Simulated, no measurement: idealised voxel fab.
Documented hereafter: the process module known as voxel transistor to metal.
Section cut is 155 nm wide and gridded with 5 nm square cells.
A cross-section is written here as square cells arranged in a grid, and it is given in bands from the top down, each band taking up one or more rows of cells.
What a band's entry tells you: where the top is and where the bottom is, as heights in nm, and after that what lies inside, material by material from left to right, each with its width in nm. Empty space is written as the word "blank", and a single material marked with the word "edge to edge" occupies the band from edge to edge.
All heights in this document are referenced to 0, defined as the level beneath which the wafer, as received, consists entirely of one material. The lowest band is not bounded below; it extends indefinitely downward and is written in the form "0 down".
The expression "30->40" gives the width at the extremes of the band, the first number at its top row of cells and the second at its bottom row, with the width changing by equal amounts from each row to the next in between.
Take "stayed the same" at face value: in the step it is given for, the cross-section changed in none of its cells.
Basically, "Closed void list" tells you about the enclosed voids: empty spaces with no open way to the top, 8 cells or bigger, each written width x height at distance, where distance is from the left edge, all in nm.
Where a step's line continues beyond its settings, the continuation is a remark by the simulator itself on that step.
overlay nm: for a step with a mask, the amount by which the mask lay right of where it was planned; a negative amount means left of it.

## Steps planned for the process
1,RECEIVE: material Si
2,OXIDIZE: depth nm 5
3,CONFORMAL_DEP: material SiN, thk nm 10
4,MASKED_ETCH: tone cover, mask id ACTIVE, width nm 120, etch materials SiN, depth nm 10, overlay nm 0
5,MASKED_ETCH: tone cover, mask id ACTIVE, width nm 120, etch materials SiO2, depth nm 5, overlay nm 0
6,MASKED_ETCH: tone cover, mask id ACTIVE, width nm 120, etch materials Si, depth nm 20, overlay nm 0
7,FILL_DEP: material SiO2, thk nm 15
8,CMP: height nm 10
9,SELECTIVE_ETCH: etch materials SiO2, depth nm 10
10,STRIP: etch materials SiN
11,SELECTIVE_ETCH: etch materials SiO2, depth nm 5
12,OXIDIZE: depth nm 5
13,DIRECTIONAL_DEP: material polySi, thk nm 20
14,DIRECTIONAL_DEP: material SiCN, thk nm 10
15,MASKED_ETCH: tone cover, mask id GATE, width nm 30, etch materials SiCN, depth nm 20, overlay nm 0
16,MASKED_ETCH: tone cover, mask id GATE, width nm 30, etch materials polySi, depth nm 30, overlay nm 0
17,CONFORMAL_DEP: material SiN, thk nm 10
18,DIRECTIONAL_ETCH: etch materials SiN, depth nm 10
19,DIRECTIONAL_ETCH: etch materials SiO2, depth nm 5
20,EPI: material pSi, thk nm 5
21,FILL_DEP: material SiO2, thk nm 5
22,CMP: height nm 15
23,STRIP: etch materials polySi
24,SELECTIVE_ETCH: etch materials SiO2, depth nm 5
25,CONFORMAL_DEP: material HfO2, thk nm 5
26,CONFORMAL_DEP: material TiN, thk nm 5
27,FILL_DEP: material W, thk nm 10
28,CMP: height nm 10
29,DIRECTIONAL_DEP: material SiO2, thk nm 15
30,PATTERN: tone open, mask id CONTACT, material resist, width nm 20, pitch nm 80, thk nm 15, overlay nm 0
31,DIRECTIONAL_ETCH: etch materials SiO2, depth nm 30
32,STRIP: etch materials resist
33,CONFORMAL_DEP: material TiN, thk nm 5
34,FILL_DEP: material W, thk nm 5
35,CMP: height nm 25
36,DIRECTIONAL_DEP: material TiN, thk nm 5
37,DIRECTIONAL_DEP: material Ru, thk nm 20
38,PATTERN: tone cover, mask id METAL_1, material resist, width nm 20, pitch nm 80, thk nm 15, overlay nm 0
39,DIRECTIONAL_ETCH: etch materials Ru, depth nm 20
40,DIRECTIONAL_ETCH: etch materials TiN, depth nm 5
41,STRIP: etch materials resist
42,FILL_DEP: material lowk, thk nm 5
43,CMP: height nm 50
44,CONFORMAL_DEP: material SiCN, thk nm 5

## Cross-section of the wafer as it came to us, i.e., already through step 1
> 0 down: Si edge to edge
> Closed void list: none

## Final cross-section, module run with one mistake (start and plan as above)
> 50 to 45: SiCN edge to edge
> 45 to 30: lowk 25 nm | Ru 20 nm | lowk 60 nm | Ru 20 nm | lowk 30 nm
> 30 to 25: lowk 25 nm | TiN 20 nm | lowk 60 nm | TiN 20 nm | lowk 30 nm
> 25 to 10: SiO2 25 nm | TiN 5 nm | W 10 nm | TiN 5 nm | SiO2 60 nm | TiN 5 nm | W 10 nm | TiN 5 nm | SiO2 30 nm
> 10 to 0: SiO2 25 nm | TiN 5 nm | W 10 nm | TiN 5 nm | SiO2 5 nm | SiN 10 nm | HfO2 5 nm | TiN 5 nm | W 10 nm | TiN 5 nm | HfO2 5 nm | SiN 10 nm | SiO2 5 nm | TiN 5 nm | W 10 nm | TiN 5 nm | SiO2 30 nm
> 0 to -5: SiO2 25 nm | TiN 20 nm | SiO2 5 nm | SiN 10 nm | HfO2 5 nm | TiN 20 nm | HfO2 5 nm | SiN 10 nm | SiO2 5 nm | TiN 20 nm | SiO2 30 nm
> -5 to -10: SiO2 10 nm | pSi 40 nm | SiO2 5 nm | HfO2 40 nm | SiO2 5 nm | pSi 40 nm | SiO2 15 nm
> -10 to -25: SiO2 15 nm | Si 120 nm | SiO2 20 nm
> -25 down: Si edge to edge
> Closed void list: none
What was done differently from what was planned? for step 43, the planned setting was not used; the step was instead run as CMP: height nm 45
